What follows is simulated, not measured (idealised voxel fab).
Title: Process Module voxel trench capacitor
Shown is cross-section cut, with a width of 255 nm and square cells of size 5 nm.
In what follows, cross-sections appear as grids of square cells, described through bands that run from the top down, where every band is one or more rows of cells. Top height, bottom height, nm. Materials left to right, width each, nm. Single material + "everywhere" = fills band edge to edge. "blank" = empty. Height datum 0, below which the as-received substrate wafer is one material. Lowest band open at the bottom, running downward: "0 -> down". The width entry "30 to 40" should be interpreted row by row: the top row of cells in the band takes the first number, the bottom row takes the second number, and the change between adjacent rows is uniform throughout. Basically "everything unchanged" means that step didn't change any cell in the cross-section. You'll see "Fully enclosed voids" listing empty spaces that have no way open to the top, as long as they're 8 cells or more; the notation is width x height at distance, where the distance is from the left edge, and all of it is in nm. after a step's settings: what the simulator itself notes on the step. The optional step-line setting "overlay nm" applies to steps with a mask and quantifies how far to the right of its planned location the mask lay, a negative value indicating leftward placement.
## Planned step list for the process
1: RECEIVE, material Si
2: CONFORMAL_DEP, material SiN, thk nm 10
3: DIRECTIONAL_DEP, material aC, thk nm 15
4: PATTERN, tone open, mask id TRENCH, material resist, width nm 20, pitch nm 45, thk nm 30, overlay nm 0
5: DIRECTIONAL_ETCH, etch materials aC, depth nm 15
6: STRIP, etch materials resist
7: DIRECTIONAL_ETCH, etch materials SiN, depth nm 10
8: DIRECTIONAL_ETCH, etch materials Si, depth nm 30
9: STRIP, etch materials aC
10: CONFORMAL_DEP, material SiO2, thk nm 5
11: FILL_DEP, material polySi, thk nm 10
12: CMP, height nm 10
## Cross-sectional view of the wafer in its as-received condition, corresponding to the state after step 1
  0 -> down: Si everywhere
  Fully enclosed voids: none
## First of two wafers at the end of the module, shown in cross-section; run carried out as planned
  10 -> 0: SiN (50); SiO2 (5); polySi (10); SiO2 (5); SiN (25); SiO2 (5); polySi (10); SiO2 (5); SiN (25); SiO2 (5); polySi (10); SiO2 (5); SiN (25); SiO2 (5); polySi (10); SiO2 (5); SiN (50)
  0 -> -25: Si (50); SiO2 (5); polySi (10); SiO2 (5); Si (25); SiO2 (5); polySi (10); SiO2 (5); Si (25); SiO2 (5); polySi (10); SiO2 (5); Si (25); SiO2 (5); polySi (10); SiO2 (5); Si (50)
  -25 -> -30: Si (50); SiO2 (20); Si (25); SiO2 (20); Si (25); SiO2 (20); Si (25); SiO2 (20); Si (50)
  -30 -> down: Si everywhere
  Fully enclosed voids: none
## Wafer two, sectioned after the module: the first wafer's start, the first wafer's plan, and one mistake in how it was run
  25 -> 15: polySi everywhere
  15 -> 10: SiO2 (55); polySi (10); SiO2 (35); polySi (10); SiO2 (35); polySi (10); SiO2 (35); polySi (10); SiO2 (55)
  10 -> 0: SiN (50); SiO2 (5); polySi (10); SiO2 (5); SiN (25); SiO2 (5); polySi (10); SiO2 (5); SiN (25); SiO2 (5); polySi (10); SiO2 (5); SiN (25); SiO2 (5); polySi (10); SiO2 (5); SiN (50)
  0 -> -25: Si (50); SiO2 (5); polySi (10); SiO2 (5); Si (25); SiO2 (5); polySi (10); SiO2 (5); Si (25); SiO2 (5); polySi (10); SiO2 (5); Si (25); SiO2 (5); polySi (10); SiO2 (5); Si (50)
  -25 -> -30: Si (50); SiO2 (20); Si (25); SiO2 (20); Si (25); SiO2 (20); Si (25); SiO2 (20); Si (50)
  -30 -> down: Si everywhere
  Fully enclosed voids: none
It is concluded that the wafer was processed incorrectly with respect to the plan, in that step 12 of the plan was omitted and not executed
Final tally in cells, some materials are higher or lower on the second wafer than on the first: SiO2 +43; polySi +110
